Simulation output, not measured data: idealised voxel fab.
This is a process module. Its name is voxel lift off.
For reference, the cross-section in this document is cut, with width 295 nm and square cells of 5 nm.
Heads up, the way a cross-section reads in here is a grid of square cells, handed over as bands from the top down, with every band being one or more rows of cells.
Quick guide to a band line: top height, bottom height (nm) up front; then every material left to right with its width in nm. Only one material and it's marked "throughout"? Then it fills the band edge to edge. And "empty" just means empty space.
Where do heights start? At 0: under that level the wafer as delivered is made of one material only. And the lowest band has no floor; it just carries on downward, as in "top 0, no bottom".
Think of "30 to 40" as a width that walks from the first number to the second as you go down the band, top row to bottom row, taking equal-sized steps from row to row.
Given "same as before" for a step, no cell of the cross-section differs between before and after that step.
"Enclosed void entries" specifies each empty space that is not open to the top and that occupies no fewer than 8 cells, using the form width x height at distance, the distance measured from the left edge and all three quantities in nm.
Step line, after settings: the simulator's comment on this step.
A step's line can hold "overlay nm"; with a mask on that step, the setting says how far right of the planned place the mask lay, while a negative setting says it lay to the left.

Here's what the planned process steps look like
1: RECEIVE (material Si)
2: CONFORMAL_DEP (material SiN; thk nm 5)
3: PATTERN (tone open; mask id LINES; material resist; width nm 25; pitch nm 55; thk nm 30; overlay nm 0)
4: DIRECTIONAL_DEP (material Ru; thk nm 15)
5: STRIP (etch materials resist)
6: CONFORMAL_DEP (material SiN; thk nm 5)
Same starting wafers, different thk nm at step 6. Plan value belongs to the first wafer.

The first of several wafers in cross-section, exactly as it reached us after step 1
  top 0, no bottom = Si throughout
  Enclosed void entries: none

Here is the cross-section of the first of several wafers at the end of the module, after its last step, step 6
  top 25, bottom 20 = empty 45  SiN 35  empty 20  SiN 35  empty 20  SiN 35  empty 20  SiN 35  empty 50
  top 20, bottom 10 = empty 45  SiN 5  Ru 25  SiN 5  empty 20  SiN 5  Ru 25  SiN 5  empty 20  SiN 5  Ru 25  SiN 5  empty 20  SiN 5  Ru 25  SiN 5  empty 50
  top 10, bottom 5 = SiN 50  Ru 25  SiN 30  Ru 25  SiN 30  Ru 25  SiN 30  Ru 25  SiN 55
  top 5, bottom 0 = SiN throughout
  top 0, no bottom = Si throughout
  Enclosed void entries: none

Of the several wafers, the last: cross-section at the end of the module
  top 45, bottom 30 = empty 25  SiN 240  empty 30
  top 30, bottom 20 = SiN throughout
  top 20, bottom 5 = SiN 50  Ru 25  SiN 30  Ru 25  SiN 30  Ru 25  SiN 30  Ru 25  SiN 55
  top 5, bottom 0 = SiN throughout
  top 0, no bottom = Si throughout
  Enclosed void entries: none

The table below has one row for each wafer; a row shows, as of the end of the module, how many cells of each material the wafer has gained, marked (+), or lost, marked (-), since it was received, and then the wafer's closed voids
thk nm 5; +60 Ru; +142 SiN; Enclosed void entries: none
thk nm 10; +60 Ru; +225 SiN; Enclosed void entries: none
thk nm 15; +60 Ru; +308 SiN; Enclosed void entries: none
thk nm 20; +60 Ru; +373 SiN; Enclosed void entries: none
thk nm 25; +60 Ru; +438 SiN; Enclosed void entries: none
